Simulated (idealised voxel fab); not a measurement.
process module | voxel capacitor over wiring
cross-section cut | 300 nm wide | cells 5 nm
A cross-section is a grid of square cells, given in bands from the top down. A band is one or more rows of cells.
Each band's line starts with the height of the band's top and of its bottom, in nm. Then come its materials from left to right, each with its width in nm. One material with "throughout" fills the band from edge to edge. "air" is empty space.
Height 0 is the level under which the wafer as received is all one material. The lowest band goes on downwards, as in "0 down".
A width such as "30 to 40" changes by the same amount from each row of cells to the next, from the band's top row to its bottom row.
"no change" after a step means that no cell of the cross-section changed.
closed voids: empty space of 8 cells or more with no open way to the top, each as width x height at its distance from the left edge, in nm
after a step's settings: what the simulator itself notes on the step
overlay nm, on a step with a mask: how far to the right of its planned place the mask lay; to the left if negative
plan
1 op RECEIVE | material Si
2 op CONFORMAL_DEP | material SiO2 | thk nm 10
3 op CONFORMAL_DEP | material SiCN | thk nm 5
4 op DIRECTIONAL_DEP | material lowk | thk nm 25
5 op MASKED_ETCH | tone open | mask id METAL_1 | width nm 30 | pitch nm 100 | etch materials lowk | depth nm 25 | overlay nm 0
6 op MASKED_ETCH | tone open | mask id METAL_1 | width nm 30 | pitch nm 100 | etch materials SiCN | depth nm 5 | overlay nm 0
7 op CONFORMAL_DEP | material TiN | thk nm 5
8 op FILL_DEP | material Cu | thk nm 5
9 op CMP | height nm 40
10 op EPI | material Ru | thk nm 5
11 op FILL_DEP | material SiCN | thk nm 5
12 op DIRECTIONAL_DEP | material lowk | thk nm 10
13 op DIRECTIONAL_DEP | material aC | thk nm 15
14 op PATTERN | tone open | mask id PLUG_1 | material resist | width nm 15 | thk nm 35 | overlay nm 0
15 op DIRECTIONAL_ETCH | etch materials aC | depth nm 15
16 op STRIP | etch materials resist
17 op DIRECTIONAL_ETCH | etch materials lowk | depth nm 10
18 op DIRECTIONAL_ETCH | etch materials SiCN | depth nm 5
19 op STRIP | etch materials aC
20 op EPI | material Ru | thk nm 10
21 op EPI | material Ru | thk nm 5
22 op DIRECTIONAL_DEP | material TiN | thk nm 5
23 op DIRECTIONAL_DEP | material SiN | thk nm 5
24 op DIRECTIONAL_DEP | material TiN | thk nm 5
25 op DIRECTIONAL_DEP | material aC | thk nm 15
26 op PATTERN | tone cover | mask id UPPER_PLATE | material resist | width nm 75 | thk nm 30 | overlay nm 0
27 op DIRECTIONAL_ETCH | etch materials aC | depth nm 15
28 op STRIP | etch materials resist
29 op DIRECTIONAL_ETCH | etch materials TiN | depth nm 5
30 op DIRECTIONAL_ETCH | etch materials SiN | depth nm 5
31 op STRIP | etch materials aC
32 op DIRECTIONAL_DEP | material aC | thk nm 15
33 op PATTERN | tone cover | mask id LOWER_PLATE | material resist | width nm 85 | thk nm 35 | overlay nm 0
34 op DIRECTIONAL_ETCH | etch materials aC | depth nm 15
35 op STRIP | etch materials resist
36 op DIRECTIONAL_ETCH | etch materials TiN | depth nm 5
37 op STRIP | etch materials aC
38 op FILL_DEP | material SiO2 | thk nm 15
39 op CMP | height nm 85
40 op DIRECTIONAL_DEP | material aC | thk nm 15
41 op PATTERN | tone open | mask id PLUG_2 | material resist | width nm 15 | thk nm 35 | overlay nm 0
42 op DIRECTIONAL_ETCH | etch materials aC | depth nm 15
43 op STRIP | etch materials resist
44 op DIRECTIONAL_ETCH | etch materials SiO2 | depth nm 10
45 op STRIP | etch materials aC
46 op CONFORMAL_DEP | material TiN | thk nm 5
47 op FILL_DEP | material Cu | thk nm 10
48 op CMP | height nm 85
49 op CONFORMAL_DEP | material SiCN | thk nm 5
as received, after step 1
  0 down: Si throughout
  closed voids: none
a wafer at the end: this start, this plan, one mistake
  90 to 85: SiCN throughout
  85 to 80: SiO2 110 | TiN 5 | Cu 5 | TiN 5 | SiO2 175
  80 to 70: SiO2 110 to 100 | TiN 15 to 75 | SiO2 175 to 125
  70 to 65: SiO2 100 | SiN 75 | SiO2 125
  65 to 60: SiO2 95 | TiN 85 | SiO2 120
  60 to 50: lowk 100 | Ru 15 | lowk 185
  50 to 45: SiCN 100 | Ru 15 | SiCN 185
  45 to 40: SiCN 80 | Ru 40 | SiCN 60 | Ru 40 | SiCN 80
  40 to 15: lowk 85 | TiN 5 | Cu 20 | TiN 5 | lowk 70 | TiN 5 | Cu 20 | TiN 5 | lowk 85
  15 to 10: SiCN 85 | TiN 30 | SiCN 70 | TiN 30 | SiCN 85
  10 to 0: TiN throughout
  0 down: Si throughout
  closed voids: none
what went wrong: step 2 ran as: op CONFORMAL_DEP | material TiN | thk nm 10
